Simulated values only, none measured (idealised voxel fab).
voxel self aligned contacts: a process module
Shown is cross-section cut, with a width of 300 nm and square cells of size 5 nm.
Cross-sections here: square-cell grids, written as top-down lists of bands, a band being one or more rows of cells. Heads up on the band format: heights come first, top then bottom, in nm. After that it's the materials left to right, each with its width in nm. A single material flagged "all across" fills the whole band edge to edge, and "empty" means there's empty space there. We count height from 0. Below that, the starting wafer is all one material. The lowest band never ends at the bottom but goes on down; see "from 0 down" for how that is written. The two numbers in a width such as "30..40" mark its ends across the band: the first belongs to the top row of cells, the second to the bottom row, and from each row to the next the width moves by the same amount. Key: "no modification" - step with no changed cell in the cross-section. Under "Unvented voids" you'll find the enclosed gaps, the ones with no way out to the top, that are 8 cells or bigger; each reads width x height at distance, with distance counted from the left edge, everything in nm. That trailing text on a step's line, after the settings, is the simulator's own remark on the step. overlay nm: on a step with a mask, how far right of its planned place the mask lay; negative means left.
The planned process steps are enumerated hereunder:
1) RECEIVE,material Si
2) CONFORMAL_DEP,material SiO2,thk nm 5
3) DIRECTIONAL_DEP,material polySi,thk nm 20
4) DIRECTIONAL_DEP,material SiN,thk nm 15
5) PATTERN,tone cover,mask id GATE,material resist,width nm 25,pitch nm 60,thk nm 15,overlay nm 0
6) DIRECTIONAL_ETCH,etch materials SiN,depth nm 15
7) DIRECTIONAL_ETCH,etch materials polySi,depth nm 20
8) STRIP,etch materials resist
9) CONFORMAL_DEP,material SiN,thk nm 5
10) DIRECTIONAL_ETCH,etch materials SiN,depth nm 5
11) FILL_DEP,material SiO2,thk nm 15
12) CMP,height nm 50
13) PATTERN,tone open,mask id CONTACT,material resist,width nm 45,pitch nm 60,thk nm 15,overlay nm 0
14) DIRECTIONAL_ETCH,etch materials SiO2,depth nm 50
15) STRIP,etch materials resist
16) CONFORMAL_DEP,material TiN,thk nm 5
17) FILL_DEP,material W,thk nm 10
18) CMP,height nm 50
19) CONFORMAL_DEP,material SiCN,thk nm 5
Wafer at receipt (post step 1), cross-section:
> from 0 down: Si all across
> Unvented voids: none
One mistake in running the module, otherwise start and plan as above: cross-section at the end:
> from 55 to 50: SiCN all across
> from 50 to 40: SiO2 (95) | TiN (5..15) | W (35..15) | TiN (5..15) | SiO2 (15) | TiN (5..15) | W (35..15) | TiN (5..15) | SiO2 (100)
> from 40 to 25: SiO2 (70) | SiN (5) | polySi (25) | SiN (5) | TiN (5) | W (15) | TiN (5) | SiN (5) | polySi (25) | SiN (5) | TiN (5) | W (15) | TiN (5) | SiN (5) | polySi (25) | SiN (5) | SiO2 (75)
> from 25 to 20: SiO2 (70) | SiN (5) | polySi (25) | SiN (5) | TiN (25) | SiN (5) | polySi (25) | SiN (5) | TiN (25) | SiN (5) | polySi (25) | SiN (5) | SiO2 (75)
> from 20 to 5: SiN all across
> from 5 to 0: SiO2 all across
> from 0 down: Si all across
> Unvented voids: none
Error vs. plan: step 4 occupied the plan position of step 3, and the converse holds as well
